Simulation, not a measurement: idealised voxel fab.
Name of the process module below: voxel wiring stack
Shown is cross-section cut, with a width of 265 nm and square cells of size 5 nm.
Notation: cross-section as square-cell grid; stated in bands, top first, going down; one or more cell rows per band. It is stipulated that each band's entry specify, in nanometres, the height of the top of the band and then that of its bottom, followed by the materials of the band in left-to-right sequence, each together with its width in nanometres. A single material marked by the word "all across" is understood to fill the band from edge to edge; the word "air" is understood to denote empty space. Zero point of the height axis is 0; under it, received wafer = one material. Lowest band: continues down indefinitely, "top 0, no bottom". Graded width ("30..40"): value in top row of band = first number; value in bottom row = second number; row-to-row change constant. The cross-section has no changed cell in any step marked "same as before". Reported under the label "Closed internal cavities" are the empty spaces having no open way to the top and comprising 8 cells or more; the notation for each is width x height at distance, in which the distance is measured from the left edge and all three values are in nm. Heads up: the bit after the settings on a step's line is the simulator's remark on that step. The setting "overlay nm" may be written on the line of a step. When the step uses a mask, the value reports how far to the right of the planned place the mask lay, and a negative value reports that it lay to the left.

SO HERE'S THE LINEUP OF PROCESS STEPS WE PLANNED
1 RECEIVE: material Si
2 CONFORMAL_DEP: material SiO2, thk nm 10
3 CONFORMAL_DEP: material SiN, thk nm 5
4 DIRECTIONAL_DEP: material lowk, thk nm 25
5 MASKED_ETCH: tone open, mask id METAL_1, width nm 20, pitch nm 40, etch materials lowk, depth nm 25, overlay nm 0
6 MASKED_ETCH: tone open, mask id METAL_1, width nm 20, pitch nm 40, etch materials SiN, depth nm 5, overlay nm 0
7 CONFORMAL_DEP: material TiN, thk nm 5
8 FILL_DEP: material W, thk nm 10
9 CMP: height nm 40
10 CONFORMAL_DEP: material SiCN, thk nm 5
11 DIRECTIONAL_DEP: material lowk, thk nm 20
12 PATTERN: tone open, mask id PLUG_1, material resist, width nm 15, thk nm 20, overlay nm 0
13 DIRECTIONAL_ETCH: etch materials lowk, depth nm 20
14 DIRECTIONAL_ETCH: etch materials SiCN, depth nm 5
15 STRIP: etch materials resist
16 EPI: material Ru, thk nm 10
17 EPI: material Ru, thk nm 10
18 EPI: material Ru, thk nm 5
19 DIRECTIONAL_DEP: material TiN, thk nm 5
20 DIRECTIONAL_DEP: material Ru, thk nm 15
21 PATTERN: tone cover, mask id METAL_2, material resist, width nm 20, pitch nm 40, thk nm 15, overlay nm 0
22 DIRECTIONAL_ETCH: etch materials Ru, depth nm 15
23 DIRECTIONAL_ETCH: etch materials TiN, depth nm 5
24 STRIP: etch materials resist
25 CONFORMAL_DEP: material SiN, thk nm 5
26 FILL_DEP: material SiO2, thk nm 10
27 CMP: height nm 85
28 CONFORMAL_DEP: material SiCN, thk nm 5
29 DIRECTIONAL_DEP: material lowk, thk nm 15
30 PATTERN: tone open, mask id PLUG_2, material resist, width nm 15, pitch nm 40, thk nm 15, overlay nm 0
31 DIRECTIONAL_ETCH: etch materials lowk, depth nm 15
32 DIRECTIONAL_ETCH: etch materials SiCN, depth nm 5
33 STRIP: etch materials resist
34 EPI: material Ru, thk nm 10
35 EPI: material Ru, thk nm 10
36 DIRECTIONAL_DEP: material TiN, thk nm 5
37 DIRECTIONAL_DEP: material W, thk nm 25
38 DIRECTIONAL_DEP: material aC, thk nm 10
39 PATTERN: tone cover, mask id METAL_3, material resist, width nm 20, pitch nm 40, thk nm 30, overlay nm 0
40 DIRECTIONAL_ETCH: etch materials aC, depth nm 10
41 STRIP: etch materials resist
42 DIRECTIONAL_ETCH: etch materials W, depth nm 25
43 DIRECTIONAL_ETCH: etch materials TiN, depth nm 5
44 STRIP: etch materials aC
45 FILL_DEP: material SiO2, thk nm 10
46 CMP: height nm 135
47 CONFORMAL_DEP: material SiCN, thk nm 5

AS RECEIVED, AFTER STEP 1
* top 0, no bottom | Si all across
* Closed internal cavities: none

END-OF-MODULE XS, FIRST OF TWO WAFERS, RUN AS PLANNED
* top 140, bottom 135 | SiCN all across
* top 135, bottom 110 | SiO2 (100)  W (20)  SiO2 (20)  W (20)  SiO2 (105)
* top 110, bottom 105 | SiO2 (100)  TiN (20)  SiO2 (20)  TiN (20)  SiO2 (105)
* top 105, bottom 90 | lowk (100)  Ru (15)  lowk (25)  Ru (15)  lowk (110)
* top 90, bottom 85 | SiCN (100)  Ru (15)  SiCN (25)  Ru (15)  SiCN (110)
* top 85, bottom 70 | SiO2 (95)  SiN (5)  Ru (20)  SiN (5)  SiO2 (10)  SiN (5)  Ru (20)  SiN (5)  SiO2 (100)
* top 70, bottom 65 | SiN (100)  TiN (20)  SiN (20)  TiN (20)  SiN (105)
* top 65, bottom 45 | lowk (100)  Ru (15)  lowk (150)
* top 45, bottom 40 | SiCN (100)  Ru (15)  SiCN (150)
* top 40, bottom 15 | lowk (100)  TiN (5)  W (10)  TiN (5)  lowk (20)  TiN (5)  W (10)  TiN (5)  lowk (105)
* top 15, bottom 10 | SiN (100)  TiN (20)  SiN (20)  TiN (20)  SiN (105)
* top 10, bottom 0 | SiO2 all across
* top 0, no bottom | Si all across
* Closed internal cavities: none

CROSS-SECTIONAL VIEW: SECOND OF TWO WAFERS, END OF MODULE; START AND PLAN IDENTICAL TO THE FIRST, ONE MISTAKE IN RUNNING
* top 140, bottom 135 | SiCN all across
* top 135, bottom 110 | SiO2 (100)  W (20)  SiO2 (20)  W (20)  SiO2 (105)
* top 110, bottom 105 | SiO2 (100)  TiN (20)  SiO2 (20)  TiN (20)  SiO2 (105)
* top 105, bottom 90 | lowk (100)  Ru (15)  lowk (25)  Ru (15)  lowk (110)
* top 90, bottom 85 | SiCN (100)  Ru (15)  SiCN (25)  Ru (15)  SiCN (110)
* top 85, bottom 70 | SiO2 (95)  SiN (5)  Ru (20)  SiN (5)  SiO2 (10)  SiN (5)  Ru (20)  SiN (5)  SiO2 (100)
* top 70, bottom 65 | SiN (100)  TiN (20)  SiN (20)  TiN (20)  SiN (105)
* top 65, bottom 45 | lowk (100)  Ru (15)  lowk (150)
* top 45, bottom 40 | SiCN (100)  Ru (15)  SiCN (150)
* top 40, bottom 20 | lowk (100)  TiN (5)  W (10)  TiN (5)  lowk (20)  TiN (5)  W (10)  TiN (5)  lowk (105)
* top 20, bottom 15 | SiN (100)  TiN (20)  SiN (20)  TiN (20)  SiN (105)
* top 15, bottom 0 | SiO2 all across
* top 0, no bottom | Si all across
* Closed internal cavities: none
Deviation noted in wafer processing: step 2 did not happen as planned, as run it was CONFORMAL_DEP: material SiO2, thk nm 15
In the final state, the cell counts of the second wafer exceed or fall short of those of the first for the following materials: SiO2 +53, TiN -4, W -4, lowk -45
